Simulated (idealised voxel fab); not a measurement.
process module | voxel wiring stack
cross-section cut | 215 nm wide | cells 5 nm
A cross-section is a grid of square cells, given in bands from the top down. A band is one or more rows of cells.
Each band's line starts with the height of the band's top and of its bottom, in nm. Then come its materials from left to right, each with its width in nm. One material with "throughout" fills the band from edge to edge. "air" is empty space.
Height 0 is the level under which the wafer as received is all one material. The lowest band goes on downwards, as in "0 down".
A width such as "30 to 40" changes by the same amount from each row of cells to the next, from the band's top row to its bottom row.
"no change" after a step means that no cell of the cross-section changed.
closed voids: empty space of 8 cells or more with no open way to the top, each as width x height at its distance from the left edge, in nm
after a step's settings: what the simulator itself notes on the step
overlay nm, on a step with a mask: how far to the right of its planned place the mask lay; to the left if negative
plan
1 op RECEIVE | material Si
2 op CONFORMAL_DEP | material SiO2 | thk nm 15
3 op DIRECTIONAL_DEP | material TiN | thk nm 5
4 op DIRECTIONAL_DEP | material Ru | thk nm 25
5 op PATTERN | tone cover | mask id METAL_1 | material resist | width nm 25 | pitch nm 45 | thk nm 20 | overlay nm 0
6 op DIRECTIONAL_ETCH | etch materials Ru | depth nm 25
7 op DIRECTIONAL_ETCH | etch materials TiN | depth nm 5
8 op STRIP | etch materials resist
9 op FILL_DEP | material lowk | thk nm 5
10 op CMP | height nm 45
11 op CONFORMAL_DEP | material SiCN | thk nm 5
12 op DIRECTIONAL_DEP | material lowk | thk nm 20
13 op PATTERN | tone open | mask id PLUG_1 | material resist | width nm 15 | pitch nm 45 | thk nm 20 | overlay nm 0
14 op DIRECTIONAL_ETCH | etch materials lowk | depth nm 20
15 op DIRECTIONAL_ETCH | etch materials SiCN | depth nm 5
16 op STRIP | etch materials resist
17 op EPI | material Ru | thk nm 10
18 op EPI | material Ru | thk nm 10
19 op EPI | material Ru | thk nm 5
20 op DIRECTIONAL_DEP | material TiN | thk nm 5
21 op DIRECTIONAL_DEP | material W | thk nm 15
22 op PATTERN | tone cover | mask id METAL_2 | material resist | width nm 25 | pitch nm 45 | thk nm 15 | overlay nm 0
23 op DIRECTIONAL_ETCH | etch materials W | depth nm 15
24 op DIRECTIONAL_ETCH | etch materials TiN | depth nm 5
25 op STRIP | etch materials resist
26 op CONFORMAL_DEP | material SiN | thk nm 5
27 op FILL_DEP | material SiO2 | thk nm 5
28 op CMP | height nm 90
29 op CONFORMAL_DEP | material SiN | thk nm 5
as received, after step 1
  0 down: Si throughout
  closed voids: none
a wafer at the end: this start, this plan, one mistake
  95 to 90: SiN throughout
  90 to 85: SiO2 45 | SiN 35 | SiO2 10 | SiN 35 | SiO2 10 | SiN 35 | SiO2 45
  85 to 75: SiO2 45 | SiN 5 | W 25 | SiN 5 | SiO2 10 | SiN 5 | W 25 | SiN 5 | SiO2 10 | SiN 5 | W 25 | SiN 5 | SiO2 45
  75 to 70: SiN 50 | W 25 | SiN 20 | W 25 | SiN 20 | W 25 | SiN 50
  70 to 50: lowk 50 | Ru 15 | lowk 30 | Ru 15 | lowk 30 | Ru 15 | lowk 60
  50 to 45: SiCN 50 | Ru 15 | SiCN 30 | Ru 15 | SiCN 30 | Ru 15 | SiCN 60
  45 to 20: lowk 50 | Ru 25 | lowk 20 | Ru 25 | lowk 20 | Ru 25 | lowk 50
  20 to 15: lowk 50 | TiN 25 | lowk 20 | TiN 25 | lowk 20 | TiN 25 | lowk 50
  15 to 0: SiO2 throughout
  0 down: Si throughout
  closed voids: none
what went wrong: step 20 was left out
